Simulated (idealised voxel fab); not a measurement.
The process module presented herein is designated voxel local oxidation.
It is cross-section cut that appears here, measuring 300 nm in width, its square cells being 5 nm in size.
A cross-section in this document is a grid of square cells, and it is written down as bands, the top band listed before the ones below it; a band is made up of one or more rows of cells.
Band: top and bottom heights (nm) first, top before bottom; then materials from left to right, widths in nm. "all across" marks a sole material filling the band edge to edge. "air" denotes empty space.
Heights are measured from 0, the level below which the as-received wafer is all one material; the lowest band has no bottom and continues downward, written as in "0 and below".
Width spec "30..40" -> top row of cells at first value, bottom row at second value, equal per-row change in between.
A step reported as "all unchanged" is a step in which no cell of the cross-section changed.
Closed empty spaces (no open way to the top) of 8 cells or more are what "Enclosed voids" lists, each as width x height at distance from the left edge, nm for all three.
Past the settings on a step's line: simulator remark, on that step.
overlay nm: for a step with a mask, the amount by which the mask lay right of where it was planned; a negative amount means left of it.
Process steps - plan
1 RECEIVE | material Si
2 CONFORMAL_DEP | material SiO2 | thk nm 5
3 CONFORMAL_DEP | material SiN | thk nm 15
4 PATTERN | tone cover | mask id ACTIVE | material resist | width nm 105 | thk nm 20 | overlay nm 0
5 DIRECTIONAL_ETCH | etch materials SiN | depth nm 15
6 STRIP | etch materials resist
7 SELECTIVE_ETCH | etch materials SiO2 | depth nm 5
8 OXIDIZE | depth nm 10
9 STRIP | etch materials SiN
As received, after step 1
  0 and below: Si all across
  Enclosed voids: none
One mistake in running the module, otherwise start and plan as above: cross-section at the end
  20 down to 5: 95 air, then 105 SiN, then 100 air
  5 down to 0: 100 air, then 95 SiO2, then 105 air
  0 down to -10: 110 SiO2, then 75 Si, then 115 SiO2
  -10 and below: Si all across
  Enclosed voids: none
What was done differently from what was planned? the plan's step 9 was left out and never carried out
